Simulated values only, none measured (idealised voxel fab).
Proc. module: voxel trench capacitor
The figure presents cross-section cut, which has a width of 220 nm and is divided into square cells with an edge length of 5 nm.
Cross-section spec: square-cell grid; bands listed top down; each band is one or more rows. Heights first: top, then bottom, in nm. Then materials, left to right, each with a width in nm. "edge to edge" on a single material: fills the band edge to edge. "air": empty space. Measure heights from 0. That's the level where, below it, the as-received wafer is all one material. The lowest band is bottomless and extends downward; write it as in "from 0 down". The width entry "30->40" should be interpreted row by row: the top row of cells in the band takes the first number, the bottom row takes the second number, and the change between adjacent rows is uniform throughout. It should be understood that the words "all unchanged", when stated for a given step, signify that the cross-section underwent no change in any of its cells during that step. "Closed cavity list" lists enclosed empty spaces (at least 8 cells, no open path upward to the top), each as width x height at distance from the left edge, in nm. Past the settings on a step's line: simulator remark, on that step. The line of a step may include "overlay nm". On a step with a mask, this value is how far to the right of its planned place the mask lay. A negative value means the mask lay to the left.

[Here's what the planned process steps look like]
1 RECEIVE (material Si)
2 CONFORMAL_DEP (material SiN; thk nm 5)
3 DIRECTIONAL_DEP (material aC; thk nm 10)
4 PATTERN (tone open; mask id TRENCH; material resist; width nm 25; pitch nm 40; thk nm 25; overlay nm 0)
5 DIRECTIONAL_ETCH (etch materials aC; depth nm 10)
6 STRIP (etch materials resist)
7 DIRECTIONAL_ETCH (etch materials SiN; depth nm 5)
8 DIRECTIONAL_ETCH (etch materials Si; depth nm 25)
9 STRIP (etch materials aC)
10 CONFORMAL_DEP (material SiO2; thk nm 5)
11 FILL_DEP (material polySi; thk nm 5)
12 CMP (height nm 5)

[Account of the first of two wafers, which was processed as intended]

[Shown in cross-section is the wafer as received, that is, as it stands after step 1]
- from 0 down = Si edge to edge
- Closed cavity list: none

[After step 2: wafer cross-section]
- from 5 to 0 = SiN edge to edge
- Anything lower than 0 is untouched.

[After step 3: wafer cross-section]
- from 15 to 5 = aC edge to edge
- Anything lower than 5 is untouched.

[After step 4: wafer cross-section]
- from 40 to 15 = resist (35)  air (25)  resist (15)  air (25)  resist (15)  air (25)  resist (15)  air (25)  resist (40)
- Anything lower than 15 is untouched.

[After step 5: wafer cross-section]
- from 30 to 15 = resist (35)  air (25)  resist (15)  air (25)  resist (15)  air (25)  resist (15)  air (25)  resist (40)
- from 15 to 5 = aC (35)  air (25)  aC (15)  air (25)  aC (15)  air (25)  aC (15)  air (25)  aC (40)
- Anything lower than 5 is untouched.

[After step 6: wafer cross-section]
- from 15 to 5 = aC (35)  air (25)  aC (15)  air (25)  aC (15)  air (25)  aC (15)  air (25)  aC (40)
- Anything lower than 5 is untouched.

[After step 7: wafer cross-section]
- from 15 to 5 = aC (35)  air (25)  aC (15)  air (25)  aC (15)  air (25)  aC (15)  air (25)  aC (40)
- from 5 to 0 = SiN (35)  air (25)  SiN (15)  air (25)  SiN (15)  air (25)  SiN (15)  air (25)  SiN (40)
- Anything lower than 0 is untouched.

[After step 8: wafer cross-section]
- from 15 to 5 = aC (35)  air (25)  aC (15)  air (25)  aC (15)  air (25)  aC (15)  air (25)  aC (40)
- from 5 to 0 = SiN (35)  air (25)  SiN (15)  air (25)  SiN (15)  air (25)  SiN (15)  air (25)  SiN (40)
- from 0 to -25 = Si (35)  air (25)  Si (15)  air (25)  Si (15)  air (25)  Si (15)  air (25)  Si (40)
- Anything lower than -25 is untouched.

[After step 9: wafer cross-section]
- from 5 to 0 = SiN (35)  air (25)  SiN (15)  air (25)  SiN (15)  air (25)  SiN (15)  air (25)  SiN (40)
- Anything lower than 0 is untouched.

[After step 10: wafer cross-section]
- from 10 to 5 = SiO2 (40)  air (15)  SiO2 (25)  air (15)  SiO2 (25)  air (15)  SiO2 (25)  air (15)  SiO2 (45)
- from 5 to 0 = SiN (35)  SiO2 (5)  air (15)  SiO2 (5)  SiN (15)  SiO2 (5)  air (15)  SiO2 (5)  SiN (15)  SiO2 (5)  air (15)  SiO2 (5)  SiN (15)  SiO2 (5)  air (15)  SiO2 (5)  SiN (40)
- from 0 to -20 = Si (35)  SiO2 (5)  air (15)  SiO2 (5)  Si (15)  SiO2 (5)  air (15)  SiO2 (5)  Si (15)  SiO2 (5)  air (15)  SiO2 (5)  Si (15)  SiO2 (5)  air (15)  SiO2 (5)  Si (40)
- from -20 to -25 = Si (35)  SiO2 (25)  Si (15)  SiO2 (25)  Si (15)  SiO2 (25)  Si (15)  SiO2 (25)  Si (40)
- Anything lower than -25 is untouched.

[After step 11: wafer cross-section]
- from 15 to 10 = polySi edge to edge
- from 10 to 5 = SiO2 (40)  polySi (15)  SiO2 (25)  polySi (15)  SiO2 (25)  polySi (15)  SiO2 (25)  polySi (15)  SiO2 (45)
- from 5 to 0 = SiN (35)  SiO2 (5)  polySi (15)  SiO2 (5)  SiN (15)  SiO2 (5)  polySi (15)  SiO2 (5)  SiN (15)  SiO2 (5)  polySi (15)  SiO2 (5)  SiN (15)  SiO2 (5)  polySi (15)  SiO2 (5)  SiN (40)
- from 0 to -20 = Si (35)  SiO2 (5)  polySi (15)  SiO2 (5)  Si (15)  SiO2 (5)  polySi (15)  SiO2 (5)  Si (15)  SiO2 (5)  polySi (15)  SiO2 (5)  Si (15)  SiO2 (5)  polySi (15)  SiO2 (5)  Si (40)
- Anything lower than -20 is untouched.

[After step 12: wafer cross-section]
- from 5 to 0 = SiN (35)  SiO2 (5)  polySi (15)  SiO2 (5)  SiN (15)  SiO2 (5)  polySi (15)  SiO2 (5)  SiN (15)  SiO2 (5)  polySi (15)  SiO2 (5)  SiN (15)  SiO2 (5)  polySi (15)  SiO2 (5)  SiN (40)
- Anything lower than 0 is untouched.

[The remaining wafer, second of the two, started like the first and was run to the same plan, except that one mistake was made along the way; the two coincide through step 3, inclusive]

[Cross-section of the second wafer when, according to plan, step 4 should have finished]
- from 40 to 15 = air (35)  resist (25)  air (15)  resist (25)  air (15)  resist (25)  air (15)  resist (25)  air (40)
- Anything lower than 15 is untouched.

[Cross-section of the second wafer when, according to plan, step 5 should have finished]
- from 30 to 15 = air (35)  resist (25)  air (15)  resist (25)  air (15)  resist (25)  air (15)  resist (25)  air (40)
- from 15 to 5 = air (35)  aC (25)  air (15)  aC (25)  air (15)  aC (25)  air (15)  aC (25)  air (40)
- Anything lower than 5 is untouched.

[Cross-section of the second wafer when, according to plan, step 6 should have finished]
- from 15 to 5 = air (35)  aC (25)  air (15)  aC (25)  air (15)  aC (25)  air (15)  aC (25)  air (40)
- Anything lower than 5 is untouched.

[Cross-section of the second wafer when, according to plan, step 7 should have finished]
- from 15 to 5 = air (35)  aC (25)  air (15)  aC (25)  air (15)  aC (25)  air (15)  aC (25)  air (40)
- from 5 to 0 = air (35)  SiN (25)  air (15)  SiN (25)  air (15)  SiN (25)  air (15)  SiN (25)  air (40)
- Anything lower than 0 is untouched.

[Cross-section of the second wafer when, according to plan, step 8 should have finished]
- from 15 to 5 = air (35)  aC (25)  air (15)  aC (25)  air (15)  aC (25)  air (15)  aC (25)  air (40)
- from 5 to 0 = air (35)  SiN (25)  air (15)  SiN (25)  air (15)  SiN (25)  air (15)  SiN (25)  air (40)
- from 0 to -25 = air (35)  Si (25)  air (15)  Si (25)  air (15)  Si (25)  air (15)  Si (25)  air (40)
- Anything lower than -25 is untouched.

[Cross-section of the second wafer when, according to plan, step 9 should have finished]
- from 5 to 0 = air (35)  SiN (25)  air (15)  SiN (25)  air (15)  SiN (25)  air (15)  SiN (25)  air (40)
- Anything lower than 0 is untouched.

[Cross-section of the second wafer when, according to plan, step 10 should have finished]
- from 10 to 5 = air (30)  SiO2 (35)  air (5)  SiO2 (35)  air (5)  SiO2 (35)  air (5)  SiO2 (35)  air (35)
- from 5 to 0 = air (30)  SiO2 (5)  SiN (25)  SiO2 (5)  air (5)  SiO2 (5)  SiN (25)  SiO2 (5)  air (5)  SiO2 (5)  SiN (25)  SiO2 (5)  air (5)  SiO2 (5)  SiN (25)  SiO2 (5)  air (35)
- from 0 to -20 = air (30)  SiO2 (5)  Si (25)  SiO2 (5)  air (5)  SiO2 (5)  Si (25)  SiO2 (5)  air (5)  SiO2 (5)  Si (25)  SiO2 (5)  air (5)  SiO2 (5)  Si (25)  SiO2 (5)  air (35)
- from -20 to -25 = SiO2 (35)  Si (25)  SiO2 (15)  Si (25)  SiO2 (15)  Si (25)  SiO2 (15)  Si (25)  SiO2 (40)
- Anything lower than -25 is untouched.

[Cross-section of the second wafer when, according to plan, step 11 should have finished]
- from 15 to 10 = polySi edge to edge
- from 10 to 5 = polySi (30)  SiO2 (35)  polySi (5)  SiO2 (35)  polySi (5)  SiO2 (35)  polySi (5)  SiO2 (35)  polySi (35)
- from 5 to 0 = polySi (30)  SiO2 (5)  SiN (25)  SiO2 (5)  polySi (5)  SiO2 (5)  SiN (25)  SiO2 (5)  polySi (5)  SiO2 (5)  SiN (25)  SiO2 (5)  polySi (5)  SiO2 (5)  SiN (25)  SiO2 (5)  polySi (35)
- from 0 to -20 = polySi (30)  SiO2 (5)  Si (25)  SiO2 (5)  polySi (5)  SiO2 (5)  Si (25)  SiO2 (5)  polySi (5)  SiO2 (5)  Si (25)  SiO2 (5)  polySi (5)  SiO2 (5)  Si (25)  SiO2 (5)  polySi (35)
- Anything lower than -20 is untouched.

[Cross-section of the second wafer when, according to plan, step 12 should have finished]
- from 5 to 0 = polySi (30)  SiO2 (5)  SiN (25)  SiO2 (5)  polySi (5)  SiO2 (5)  SiN (25)  SiO2 (5)  polySi (5)  SiO2 (5)  SiN (25)  SiO2 (5)  polySi (5)  SiO2 (5)  SiN (25)  SiO2 (5)  polySi (35)
- Anything lower than 0 is untouched.
Run error: step 4 was not run as planned; what actually ran was PATTERN (tone cover; mask id TRENCH; material resist; width nm 25; pitch nm 40; thk nm 25; overlay nm 0)
Final tally in cells, some materials are higher or lower on the second wafer than on the first: -20 Si; -4 SiN; +4 SiO2; +20 polySi
